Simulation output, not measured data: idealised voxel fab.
Documented hereafter: the process module known as voxel air gaps.
In the cross-section labelled cut, the width is 210 nm and each square cell is 5 nm.
Notation: cross-section as square-cell grid; stated in bands, top first, going down; one or more cell rows per band.
Quick guide to a band line: top height, bottom height (nm) up front; then every material left to right with its width in nm. Only one material and it's marked "throughout"? Then it fills the band edge to edge. And "blank" just means empty space.
Convention: height 0 is the level below which the wafer, as received, is all one material. The lowest band does not terminate at the bottom but continues downward, represented as "z 0 and below".
Width: "30 to 40" (first number = top row, second number = bottom row, same change from row to row of cells).
Any step labelled "all unchanged" changed none of the cells in the cross-section.
Closed-off voids of 8+ cells (no open route to the top) go in "Sealed void list", written width x height at distance from the left edge, in nm.
On a step's line, text after the settings is the simulator commenting on that step.
overlay nm: right-of-plan distance of the mask on a masked step; negative values mean left-of-plan.

SET OUT BELOW ARE THE PLANNED STEPS OF THE PROCESS
1) RECEIVE (material Si)
2) CONFORMAL_DEP (material SiO2; thk nm 10)
3) CONFORMAL_DEP (material SiCN; thk nm 5)
4) DIRECTIONAL_DEP (material lowk; thk nm 35)
5) DIRECTIONAL_DEP (material aC; thk nm 15)
6) PATTERN (tone open; mask id LINES; material resist; width nm 15; pitch nm 45; thk nm 35; overlay nm 0)
7) DIRECTIONAL_ETCH (etch materials aC; depth nm 15)
8) STRIP (etch materials resist)
9) DIRECTIONAL_ETCH (etch materials lowk; depth nm 35)
10) STRIP (etch materials aC)
11) CONFORMAL_DEP (material TiN; thk nm 5)
12) FILL_DEP (material W; thk nm 10)
13) CMP (height nm 50)
14) EPI (material Ru; thk nm 10)
15) SELECTIVE_ETCH (etch materials lowk; depth nm 45)
16) CONFORMAL_DEP (material SiCN; thk nm 5)

CROSS-SECTION OF THE INCOMING WAFER, STATE AFTER STEP 1
> z 0 and below  Si throughout
> Sealed void list: none

LOOK AT THE CROSS-SECTION AFTER THE MODULE: THE WAFER STARTED OUT THE WAY SHOWN ABOVE AND THE PLAN WAS THE ONE SHOWN ABOVE, YET ONE MISTAKE WAS MADE ALONG THE WAY
> z 65 to 60  35 nm blank / 135 nm SiCN / 40 nm blank
> z 60 to 50  35 nm blank / 5 nm SiCN / 35 nm Ru / 10 nm SiCN / 35 nm Ru / 10 nm SiCN / 35 nm Ru / 5 nm SiCN / 40 nm blank
> z 50 to 45  35 nm blank / 15 nm SiCN / 5 nm TiN / 5 nm W / 5 nm TiN / 30 nm SiCN / 5 nm TiN / 5 nm W / 5 nm TiN / 30 nm SiCN / 5 nm TiN / 5 nm W / 5 nm TiN / 15 nm SiCN / 40 nm blank
> z 45 to 30  45 nm blank / 5 nm SiCN / 5 nm TiN / 5 nm W / 5 nm TiN / 5 nm SiCN / 20 nm blank / 5 nm SiCN / 5 nm TiN / 5 nm W / 5 nm TiN / 5 nm SiCN / 20 nm blank / 5 nm SiCN / 5 nm TiN / 5 nm W / 5 nm TiN / 5 nm SiCN / 50 nm blank
> z 30 to 25  50 nm SiCN / 15 nm TiN / 30 nm SiCN / 15 nm TiN / 30 nm SiCN / 15 nm TiN / 55 nm SiCN
> z 25 to 10  SiCN throughout
> z 10 to 0  SiO2 throughout
> z 0 and below  Si throughout
> Sealed void list: 20 x 15 at 70; 20 x 15 at 115
Deviation noted in wafer processing: heads up, step 3 didn't go per plan, it actually ran as CONFORMAL_DEP (material SiCN; thk nm 15)
